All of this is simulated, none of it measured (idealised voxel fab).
process module | voxel plated lines
cross-section cut | 155 nm wide | cells 5 nm
A cross-section is a grid of square cells, given in bands from the top down. A band is one or more rows of cells.
Each band's line starts with the height of the band's top and of its bottom, in nm. Then come its materials from left to right, each with its width in nm. One material with "throughout" fills the band from edge to edge. "air" is empty space.
Height 0 is the level under which the wafer as received is all one material. The lowest band goes on downwards, as in "0 down".
A width such as "30 to 40" changes by the same amount from each row of cells to the next, from the band's top row to its bottom row.
"no change" after a step means that no cell of the cross-section changed.
closed voids: empty space of 8 cells or more with no open way to the top, each as width x height at its distance from the left edge, in nm
after a step's settings: what the simulator itself notes on the step
overlay nm, on a step with a mask: how far to the right of its planned place the mask lay; to the left if negative
plan
1 op RECEIVE | material Si
2 op CONFORMAL_DEP | material Al2O3 | thk nm 15
3 op DIRECTIONAL_DEP | material TiN | thk nm 5
4 op PATTERN | tone open | mask id LINES | material resist | width nm 15 | pitch nm 30 | thk nm 40 | overlay nm 0
5 op EPI | material Ru | thk nm 10
6 op EPI | material Ru | thk nm 5
7 op EPI | material Ru | thk nm 5
8 op STRIP | etch materials resist
9 op DIRECTIONAL_ETCH | etch materials TiN | depth nm 5
10 op CONFORMAL_DEP | material SiO2 | thk nm 10
first wafer, as planned
as received, after step 1
  0 down: Si throughout
  closed voids: none
after step 2
  15 to 0: Al2O3 throughout
  below 0: unchanged
after step 3
  20 to 15: TiN throughout
  below 15: unchanged
after step 4
  60 to 20: resist 55 | air 15 | resist 15 | air 15 | resist 55
  below 20: unchanged
after step 5
  60 to 30: resist 55 | air 15 | resist 15 | air 15 | resist 55
  30 to 20: resist 55 | Ru 15 | resist 15 | Ru 15 | resist 55
  below 20: unchanged
after step 6
  60 to 35: resist 55 | air 15 | resist 15 | air 15 | resist 55
  35 to 20: resist 55 | Ru 15 | resist 15 | Ru 15 | resist 55
  below 20: unchanged
after step 7
  60 to 40: resist 55 | air 15 | resist 15 | air 15 | resist 55
  40 to 20: resist 55 | Ru 15 | resist 15 | Ru 15 | resist 55
  below 20: unchanged
after step 8
  40 to 20: air 55 | Ru 15 | air 15 | Ru 15 | air 55
  below 20: unchanged
after step 9
  40 to 20: air 55 | Ru 15 | air 15 | Ru 15 | air 55
  20 to 15: air 55 | TiN 15 | air 15 | TiN 15 | air 55
  below 15: unchanged
after step 10
  50 to 40: air 45 | SiO2 65 | air 45
  40 to 25: air 45 | SiO2 10 | Ru 15 | SiO2 15 | Ru 15 | SiO2 10 | air 45
  25 to 20: SiO2 55 | Ru 15 | SiO2 15 | Ru 15 | SiO2 55
  20 to 15: SiO2 55 | TiN 15 | SiO2 15 | TiN 15 | SiO2 55
  below 15: unchanged
second wafer: like start, like plan, one mistake. Through step 3 it matches the first wafer
when step 4 should have ended
  60 to 20: air 55 | resist 15 | air 15 | resist 15 | air 55
  below 20: unchanged
when step 5 should have ended
  60 to 30: air 55 | resist 15 | air 15 | resist 15 | air 55
  30 to 20: Ru 55 | resist 15 | Ru 15 | resist 15 | Ru 55
  below 20: unchanged
when step 6 should have ended
  60 to 35: air 55 | resist 15 | air 15 | resist 15 | air 55
  35 to 20: Ru 55 | resist 15 | Ru 15 | resist 15 | Ru 55
  below 20: unchanged
when step 7 should have ended
  60 to 40: air 55 | resist 15 | air 15 | resist 15 | air 55
  40 to 20: Ru 55 | resist 15 | Ru 15 | resist 15 | Ru 55
  below 20: unchanged
when step 8 should have ended
  40 to 20: Ru 55 | air 15 | Ru 15 | air 15 | Ru 55
  below 20: unchanged
when step 9 should have ended
  40 to 20: Ru 55 | air 15 | Ru 15 | air 15 | Ru 55
  20 to 15: TiN 55 | air 15 | TiN 15 | air 15 | TiN 55
  below 15: unchanged
when step 10 should have ended
  50 to 40: SiO2 throughout
  40 to 20: Ru 55 | SiO2 15 | Ru 15 | SiO2 15 | Ru 55
  20 to 15: TiN 55 | SiO2 15 | TiN 15 | SiO2 15 | TiN 55
  below 15: unchanged
what went wrong: step 4 ran as: op PATTERN | tone cover | mask id LINES | material resist | width nm 15 | pitch nm 30 | thk nm 40 | overlay nm 0
at the end the second wafer has, in cells: 76 more of Ru | 5 fewer of SiO2 | 19 more of TiN
